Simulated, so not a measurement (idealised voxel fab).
process module | voxel wiring stack
cross-section cut | 165 nm wide | cells 5 nm
A cross-section is a grid of square cells, given in bands from the top down. A band is one or more rows of cells.
Each band's line starts with the height of the band's top and of its bottom, in nm. Then come its materials from left to right, each with its width in nm. One material with "throughout" fills the band from edge to edge. "air" is empty space.
Height 0 is the level under which the wafer as received is all one material. The lowest band goes on downwards, as in "0 down".
A width such as "30 to 40" changes by the same amount from each row of cells to the next, from the band's top row to its bottom row.
"no change" after a step means that no cell of the cross-section changed.
closed voids: empty space of 8 cells or more with no open way to the top, each as width x height at its distance from the left edge, in nm
after a step's settings: what the simulator itself notes on the step
overlay nm, on a step with a mask: how far to the right of its planned place the mask lay; to the left if negative
plan
1 op RECEIVE | material Si
2 op CONFORMAL_DEP | material SiO2 | thk nm 15
3 op CONFORMAL_DEP | material SiCN | thk nm 5
4 op DIRECTIONAL_DEP | material SiO2 | thk nm 20
5 op PATTERN | tone open | mask id METAL_1 | material resist | width nm 25 | pitch nm 50 | thk nm 20 | overlay nm 0
6 op DIRECTIONAL_ETCH | etch materials SiO2 | depth nm 20
7 op DIRECTIONAL_ETCH | etch materials SiCN | depth nm 5
8 op STRIP | etch materials resist
9 op CONFORMAL_DEP | material TiN | thk nm 5
10 op FILL_DEP | material Cu | thk nm 10
11 op CMP | height nm 40
12 op EPI | material Ru | thk nm 5
13 op FILL_DEP | material SiCN | thk nm 5
14 op DIRECTIONAL_DEP | material SiO2 | thk nm 15
15 op DIRECTIONAL_DEP | material aC | thk nm 10
16 op PATTERN | tone open | mask id PLUG_1 | material resist | width nm 15 | thk nm 25 | overlay nm 0
17 op DIRECTIONAL_ETCH | etch materials aC | depth nm 10
18 op STRIP | etch materials resist
19 op DIRECTIONAL_ETCH | etch materials SiO2 | depth nm 15
20 op DIRECTIONAL_ETCH | etch materials SiCN | depth nm 5
21 op STRIP | etch materials aC
22 op CONFORMAL_DEP | material TiN | thk nm 5
23 op FILL_DEP | material Cu | thk nm 5
24 op CMP | height nm 65
25 op DIRECTIONAL_DEP | material TiN | thk nm 5
26 op DIRECTIONAL_DEP | material W | thk nm 15
27 op MASKED_ETCH | tone cover | mask id METAL_2 | width nm 25 | pitch nm 50 | etch materials W | depth nm 15 | overlay nm 0
28 op MASKED_ETCH | tone cover | mask id METAL_2 | width nm 25 | pitch nm 50 | etch materials TiN | depth nm 5 | overlay nm 0
29 op FILL_DEP | material lowk | thk nm 10
30 op CMP | height nm 85
31 op CONFORMAL_DEP | material SiCN | thk nm 5
32 op DIRECTIONAL_DEP | material lowk | thk nm 25
33 op DIRECTIONAL_DEP | material aC | thk nm 10
34 op PATTERN | tone open | mask id METAL_3_HOLES | material resist | width nm 15 | thk nm 30 | overlay nm 0
35 op DIRECTIONAL_ETCH | etch materials aC | depth nm 10
36 op STRIP | etch materials resist
37 op DIRECTIONAL_ETCH | etch materials lowk | depth nm 25
38 op STRIP | etch materials aC
39 op MASKED_ETCH | tone open | mask id METAL_3 | width nm 25 | pitch nm 50 | etch materials lowk | depth nm 15 | overlay nm 0
40 op MASKED_ETCH | tone open | mask id METAL_3 | width nm 25 | pitch nm 50 | etch materials SiCN | depth nm 5 | overlay nm 0
41 op CONFORMAL_DEP | material TiN | thk nm 5
42 op FILL_DEP | material Ru | thk nm 5
43 op CMP | height nm 115
44 op CONFORMAL_DEP | material SiCN | thk nm 5
45 op DIRECTIONAL_DEP | material SiO2 | thk nm 30
46 op DIRECTIONAL_DEP | material aC | thk nm 15
47 op PATTERN | tone open | mask id METAL_4_HOLES | material resist | width nm 15 | pitch nm 50 | thk nm 30 | overlay nm 0
48 op DIRECTIONAL_ETCH | etch materials aC | depth nm 15
49 op STRIP | etch materials resist
50 op DIRECTIONAL_ETCH | etch materials SiO2 | depth nm 30
51 op STRIP | etch materials aC
52 op DIRECTIONAL_DEP | material aC | thk nm 15
53 op PATTERN | tone open | mask id METAL_4 | material resist | width nm 25 | pitch nm 50 | thk nm 30 | overlay nm 0
54 op DIRECTIONAL_ETCH | etch materials aC | depth nm 15
55 op STRIP | etch materials resist
56 op DIRECTIONAL_ETCH | etch materials SiO2 | depth nm 15
57 op DIRECTIONAL_ETCH | etch materials SiCN | depth nm 5
58 op STRIP | etch materials aC
59 op CONFORMAL_DEP | material TiN | thk nm 5
60 op FILL_DEP | material Cu | thk nm 5
61 op CMP | height nm 150
62 op CONFORMAL_DEP | material SiN | thk nm 5
as received, after step 1
  0 down: Si throughout
  closed voids: none
a wafer at the end: this start, this plan, one mistake
  155 to 150: SiN throughout
  150 to 140: SiO2 45 | TiN 5 | Cu 15 | TiN 5 | SiO2 25 | TiN 5 | Cu 15 | TiN 5 | SiO2 45
  140 to 135: SiO2 45 | TiN 5 | Cu 5 | TiN 15 | SiO2 25 | TiN 5 | Cu 5 | TiN 15 | SiO2 45
  135 to 120: SiO2 45 | TiN 5 | Cu 5 | TiN 5 | SiO2 35 | TiN 5 | Cu 5 | TiN 5 | SiO2 55
  120 to 115: SiCN 45 | TiN 15 | SiCN 35 | TiN 15 | SiCN 55
  115 to 105: lowk 45 | TiN 5 | Ru 15 | TiN 5 | lowk 25 | TiN 5 | Ru 15 | TiN 5 | lowk 45
  105 to 100: lowk 45 | TiN 5 | Ru 5 | TiN 15 | lowk 25 | TiN 25 | lowk 45
  100 to 90: lowk 45 | TiN 5 | Ru 5 | TiN 5 | lowk 105
  90 to 85: SiCN 45 | TiN 15 | SiCN 105
  85 to 70: lowk 45 | W 25 | lowk 25 | W 25 | lowk 45
  70 to 65: lowk 45 | TiN 25 | lowk 25 | TiN 25 | lowk 45
  65 to 50: Cu 40 | TiN 5 | SiO2 15 | TiN 5 | Cu 100
  50 to 45: TiN 45 | SiCN 15 | TiN 105
  45 to 40: SiCN 40 | Ru 35 | SiCN 15 | Ru 35 | SiCN 40
  40 to 20: SiO2 45 | TiN 5 | Cu 15 | TiN 5 | SiO2 25 | TiN 5 | Cu 15 | TiN 5 | SiO2 45
  20 to 15: SiCN 45 | TiN 25 | SiCN 25 | TiN 25 | SiCN 45
  15 to 0: SiO2 throughout
  0 down: Si throughout
  closed voids: none
what went wrong: step 16 ran as: op PATTERN | tone cover | mask id PLUG_1 | material resist | width nm 15 | thk nm 25 | overlay nm 0
